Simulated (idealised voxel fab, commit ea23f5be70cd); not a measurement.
The following process module bears the name voxel transistor to metal.
The figure presents cross-section cut, which has a width of 145 nm and is divided into square cells with an edge length of 5 nm.
In what follows, cross-sections appear as grids of square cells, described through bands that run from the top down, where every band is one or more rows of cells.
Quick guide to a band line: top height, bottom height (nm) up front; then every material left to right with its width in nm. Only one material and it's marked "full width"? Then it fills the band edge to edge. And "blank" just means empty space.
Heads up on the height convention: 0 is the point under which the incoming wafer is all one material, and the lowest band has no bottom, it just keeps going down, like "top 0, no bottom".
Top row gets the first number, bottom row gets the second, and each row in between changes by the same step: that is how a band width like "30 to 40" works.
Any step labelled "no alteration" changed none of the cells in the cross-section.
Look at "Fully sealed voids" for the closed voids: empty spaces with no open path to the top, sized 8 cells or up. Each is width x height at distance, distance from the left edge, all nm.
If you see something after the settings on a step's line, that's the simulator's own remark about that step.
The setting "overlay nm" may be written on the line of a step. When the step uses a mask, the value reports how far to the right of the planned place the mask lay, and a negative value reports that it lay to the left.

Planned process steps
| 1 | RECEIVE [material Si] |
| 2 | CONFORMAL_DEP [material SiO2] [thk nm 5] |
| 3 | CONFORMAL_DEP [material SiN] [thk nm 15] |
| 4 | MASKED_ETCH [tone cover] [mask id ACTIVE] [width nm 105] [etch materials SiN] [depth nm 15] [overlay nm 0] |
| 5 | MASKED_ETCH [tone cover] [mask id ACTIVE] [width nm 105] [etch materials SiO2] [depth nm 5] [overlay nm 0] |
| 6 | MASKED_ETCH [tone cover] [mask id ACTIVE] [width nm 105] [etch materials Si] [depth nm 30] [overlay nm 0] |
| 7 | FILL_DEP [material SiO2] [thk nm 15] |
| 8 | CMP [height nm 20] |
| 9 | SELECTIVE_ETCH [etch materials SiO2] [depth nm 10] |
| 10 | STRIP [etch materials SiN] |
| 11 | SELECTIVE_ETCH [etch materials SiO2] [depth nm 5] |
| 12 | OXIDIZE [depth nm 5] |
| 13 | DIRECTIONAL_DEP [material polySi] [thk nm 20] |
| 14 | DIRECTIONAL_DEP [material SiCN] [thk nm 10] |
| 15 | MASKED_ETCH [tone cover] [mask id GATE] [width nm 15] [etch materials SiCN] [depth nm 20] [overlay nm 0] |
| 16 | MASKED_ETCH [tone cover] [mask id GATE] [width nm 15] [etch materials polySi] [depth nm 30] [overlay nm 0] |
| 17 | CONFORMAL_DEP [material SiO2] [thk nm 5] |
| 18 | DIRECTIONAL_ETCH [etch materials SiO2] [depth nm 5] |
| 19 | CONFORMAL_DEP [material SiN] [thk nm 5] |
| 20 | DIRECTIONAL_ETCH [etch materials SiN] [depth nm 5] |
| 21 | DIRECTIONAL_ETCH [etch materials SiO2] [depth nm 5] |
| 22 | DIRECTIONAL_ETCH [etch materials Si] [depth nm 10] |
| 23 | EPI [material SiGe] [thk nm 15] |
| 24 | FILL_DEP [material SiO2] [thk nm 10] |
| 25 | CMP [height nm 30] |
| 26 | DIRECTIONAL_DEP [material SiO2] [thk nm 15] |
| 27 | MASKED_ETCH [tone open] [mask id CONTACT] [width nm 30] [pitch nm 55] [etch materials SiO2] [depth nm 35] [overlay nm 0] |
| 28 | CONFORMAL_DEP [material TiN] [thk nm 5] |
| 29 | FILL_DEP [material W] [thk nm 5] |
| 30 | CMP [height nm 45] |
| 31 | CONFORMAL_DEP [material SiN] [thk nm 5] |
| 32 | DIRECTIONAL_DEP [material SiO2] [thk nm 20] |
| 33 | DIRECTIONAL_DEP [material aC] [thk nm 10] |
| 34 | PATTERN [tone open] [mask id METAL_1] [material resist] [width nm 15] [pitch nm 70] [thk nm 30] [overlay nm 0] |
| 35 | DIRECTIONAL_ETCH [etch materials aC] [depth nm 10] |
| 36 | STRIP [etch materials resist] |
| 37 | DIRECTIONAL_ETCH [etch materials SiO2] [depth nm 20] |
| 38 | DIRECTIONAL_ETCH [etch materials SiN] [depth nm 5] |
| 39 | STRIP [etch materials aC] |
| 40 | CONFORMAL_DEP [material TiN] [thk nm 5] |
| 41 | FILL_DEP [material W] [thk nm 10] |
| 42 | CMP [height nm 70] |
| 43 | CONFORMAL_DEP [material SiCN] [thk nm 5] |
| 44 | DIRECTIONAL_DEP [material lowk] [thk nm 35] |
| 45 | MASKED_ETCH [tone open] [mask id METAL_2] [width nm 15] [pitch nm 70] [etch materials lowk] [depth nm 20] [overlay nm 0] |
| 46 | DIRECTIONAL_DEP [material aC] [thk nm 15] |
| 47 | PATTERN [tone open] [mask id METAL_2_HOLES] [material resist] [width nm 15] [pitch nm 70] [thk nm 30] [overlay nm 0] |
| 48 | DIRECTIONAL_ETCH [etch materials aC] [depth nm 15] |
| 49 | STRIP [etch materials resist] |
| 50 | DIRECTIONAL_ETCH [etch materials lowk] [depth nm 15] |
| 51 | DIRECTIONAL_ETCH [etch materials SiCN] [depth nm 5] |
| 52 | STRIP [etch materials aC] |
| 53 | CONFORMAL_DEP [material TiN] [thk nm 5] |
| 54 | FILL_DEP [material Ru] [thk nm 10] |
| 55 | CMP [height nm 110] |
| 56 | CONFORMAL_DEP [material SiN] [thk nm 5] |

Wafer as received: cross-section following step 1
* top 0, no bottom  Si full width
* Fully sealed voids: none

As-planned run: cross-section of the first of two wafers at end of module
* top 115, bottom 110  SiN full width
* top 110, bottom 75  lowk=30 | TiN=5 | Ru=5 | TiN=5 | lowk=55 | TiN=5 | Ru=5 | TiN=5 | lowk=30
* top 75, bottom 70  SiCN=30 | TiN=15 | SiCN=55 | TiN=15 | SiCN=30
* top 70, bottom 50  SiO2=30 | TiN=5 | W=5 | TiN=5 | SiO2=55 | TiN=5 | W=5 | TiN=5 | SiO2=30
* top 50, bottom 45  SiN=30 | TiN=15 | SiN=55 | TiN=15 | SiN=30
* top 45, bottom 35  SiO2=30 | TiN=5 | W=20 | TiN=5 | SiO2=25 | TiN=5 | W=20 | TiN=5 | SiO2=30
* top 35, bottom 30  SiO2=30 | TiN=5 | W=15 | TiN=10 | SiO2=25 | TiN=10 | W=15 | TiN=5 | SiO2=30
* top 30, bottom 20  SiO2=30 | TiN=5 | W=15 | TiN=5 | SiN=5 | SiO2=5 | SiCN=15 | SiO2=5 | SiN=5 | TiN=5 | W=15 | TiN=5 | SiO2=30
* top 20, bottom 15  SiO2=30 | TiN=5 | W=15 | TiN=5 | SiN=5 | SiO2=5 | polySi=15 | SiO2=5 | SiN=5 | TiN=5 | W=15 | TiN=5 | SiO2=30
* top 15, bottom 10  SiO2=30 | TiN=25 | SiN=5 | SiO2=5 | polySi=15 | SiO2=5 | SiN=5 | TiN=25 | SiO2=30
* top 10, bottom 5  SiO2=20 | SiGe=35 | SiN=5 | SiO2=5 | polySi=15 | SiO2=5 | SiN=5 | SiGe=35 | SiO2=20
* top 5, bottom 0  SiO2=20 | SiN=5 | SiGe=30 | SiN=5 | SiO2=5 | polySi=15 | SiO2=5 | SiN=5 | SiGe=30 | SiN=5 | SiO2=20
* top 0, bottom -5  SiO2=25 | SiGe=30 | SiO2=35 | SiGe=30 | SiO2=25
* top -5, bottom -15  SiO2=20 | Si=5 | SiGe=30 | Si=35 | SiGe=30 | Si=5 | SiO2=20
* top -15, bottom -30  SiO2=20 | Si=105 | SiO2=20
* top -30, no bottom  Si full width
* Fully sealed voids: none

The second wafer, shown in cross-section after the module: started the same way as the first and given the same plan, yet one mistake crept into how it was run
* top 115, bottom 110  SiN full width
* top 110, bottom 75  lowk=30 | TiN=5 | Ru=5 | TiN=5 | lowk=55 | TiN=5 | Ru=5 | TiN=5 | lowk=30
* top 75, bottom 70  SiCN=30 | TiN=15 | SiCN=55 | TiN=15 | SiCN=30
* top 70, bottom 50  SiO2=30 | TiN=5 | W=5 | TiN=5 | SiO2=55 | TiN=5 | W=5 | TiN=5 | SiO2=30
* top 50, bottom 45  SiN=30 | TiN=15 | SiN=55 | TiN=15 | SiN=30
* top 45, bottom 35  SiO2=30 | TiN=5 | W=20 | TiN=5 | SiO2=25 | TiN=5 | W=20 | TiN=5 | SiO2=30
* top 35, bottom 30  SiO2=30 | TiN=5 | W=15 | TiN=10 | SiO2=25 | TiN=10 | W=15 | TiN=5 | SiO2=30
* top 30, bottom 25  SiO2=30 | TiN=25 | SiN=5 | SiO2=5 | SiCN=15 | SiO2=5 | SiN=5 | TiN=25 | SiO2=30
* top 25, bottom 20  SiO2=5 | SiGe=50 | SiN=5 | SiO2=5 | SiCN=15 | SiO2=5 | SiN=5 | SiGe=50 | SiO2=5
* top 20, bottom 5  SiO2=5 | SiGe=50 | SiN=5 | SiO2=5 | polySi=15 | SiO2=5 | SiN=5 | SiGe=50 | SiO2=5
* top 5, bottom 0  SiO2=5 | SiGe=15 | SiN=5 | SiGe=30 | SiN=5 | SiO2=5 | polySi=15 | SiO2=5 | SiN=5 | SiGe=30 | SiN=5 | SiGe=15 | SiO2=5
* top 0, bottom -5  SiO2=25 | SiGe=30 | SiO2=35 | SiGe=30 | SiO2=25
* top -5, bottom -15  SiO2=20 | Si=5 | SiGe=30 | Si=35 | SiGe=30 | Si=5 | SiO2=20
* top -15, bottom -30  SiO2=20 | Si=105 | SiO2=20
* top -30, no bottom  Si full width
* Fully sealed voids: none
Error vs. plan: heads up, step 23 of the plan got done twice
In the final state, the cell counts of the second wafer exceed or fall short of those of the first for the following materials: 72 more of SiGe, 42 fewer of SiO2, 12 fewer of TiN, 18 fewer of W
